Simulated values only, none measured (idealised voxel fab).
process module | voxel released beams
cross-section cut | 290 nm wide | cells 5 nm
A cross-section is a grid of square cells, given in bands from the top down. A band is one or more rows of cells.
Each band's line starts with the height of the band's top and of its bottom, in nm. Then come its materials from left to right, each with its width in nm. One material with "throughout" fills the band from edge to edge. "air" is empty space.
Height 0 is the level under which the wafer as received is all one material. The lowest band goes on downwards, as in "0 down".
A width such as "30 to 40" changes by the same amount from each row of cells to the next, from the band's top row to its bottom row.
"no change" after a step means that no cell of the cross-section changed.
closed voids: empty space of 8 cells or more with no open way to the top, each as width x height at its distance from the left edge, in nm
after a step's settings: what the simulator itself notes on the step
overlay nm, on a step with a mask: how far to the right of its planned place the mask lay; to the left if negative
plan
1 op RECEIVE | material Si
2 op CONFORMAL_DEP | material SiN | thk nm 5
3 op DIRECTIONAL_DEP | material SiO2 | thk nm 10
4 op MASKED_ETCH | tone open | mask id ANCHOR | width nm 30 | etch materials SiO2 | depth nm 10 | overlay nm 0
5 op CONFORMAL_DEP | material TiN | thk nm 10
6 op MASKED_ETCH | tone cover | mask id BEAM | width nm 100 | etch materials TiN | depth nm 10 | overlay nm 0
7 op STRIP | etch materials SiO2
as received, after step 1
  0 down: Si throughout
  closed voids: none
a wafer at the end: this start, this plan, one mistake
  20 to 15: air 90 | TiN 15 | air 10 | TiN 75 | air 100
  15 to 5: air 90 to 95 | TiN 100 to 30 | air 100 to 165
  5 to 0: SiN throughout
  0 down: Si throughout
  closed voids: none
what went wrong: step 3 ran as: op DIRECTIONAL_DEP | material SiO2 | thk nm 5
